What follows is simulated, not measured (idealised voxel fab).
process module | voxel ribs on slabs
cross-section cut | 235 nm wide | cells 5 nm
A cross-section is a grid of square cells, given in bands from the top down. A band is one or more rows of cells.
Each band's line starts with the height of the band's top and of its bottom, in nm. Then come its materials from left to right, each with its width in nm. One material with "throughout" fills the band from edge to edge. "air" is empty space.
Height 0 is the level under which the wafer as received is all one material. The lowest band goes on downwards, as in "0 down".
A width such as "30 to 40" changes by the same amount from each row of cells to the next, from the band's top row to its bottom row.
"no change" after a step means that no cell of the cross-section changed.
closed voids: empty space of 8 cells or more with no open way to the top, each as width x height at its distance from the left edge, in nm
after a step's settings: what the simulator itself notes on the step
overlay nm, on a step with a mask: how far to the right of its planned place the mask lay; to the left if negative
plan
1 op RECEIVE | material Si
2 op DIRECTIONAL_DEP | material SiO2 | thk nm 30
3 op DIRECTIONAL_DEP | material SiN | thk nm 20
4 op PATTERN | tone cover | mask id RIB | material resist | width nm 20 | thk nm 20 | overlay nm 0
5 op DIRECTIONAL_ETCH | etch materials SiN | depth nm 10
6 op STRIP | etch materials resist
7 op PATTERN | tone cover | mask id SLAB | material resist | width nm 50 | thk nm 20 | overlay nm 0
8 op DIRECTIONAL_ETCH | etch materials SiN | depth nm 10
9 op STRIP | etch materials resist
10 op FILL_DEP | material SiO2 | thk nm 15
11 op CMP | height nm 60
12 op DIRECTIONAL_DEP | material TiN | thk nm 10
13 op DIRECTIONAL_DEP | material aC | thk nm 10
14 op PATTERN | tone cover | mask id HEATER | material resist | width nm 30 | thk nm 30 | overlay nm 0
15 op DIRECTIONAL_ETCH | etch materials aC | depth nm 10
16 op STRIP | etch materials resist
17 op DIRECTIONAL_ETCH | etch materials TiN | depth nm 10
18 op STRIP | etch materials aC
19 op CONFORMAL_DEP | material SiN | thk nm 5
as received, after step 1
  0 down: Si throughout
  closed voids: none
a wafer at the end: this start, this plan, one mistake
  75 to 70: air 95 | SiN 40 | air 100
  70 to 65: air 95 | SiN 5 | TiN 30 | SiN 5 | air 100
  65 to 60: SiN 100 | TiN 30 | SiN 105
  60 to 20: SiO2 throughout
  20 to 0: SiN throughout
  0 down: Si throughout
  closed voids: none
what went wrong: steps 2 and 3 were swapped
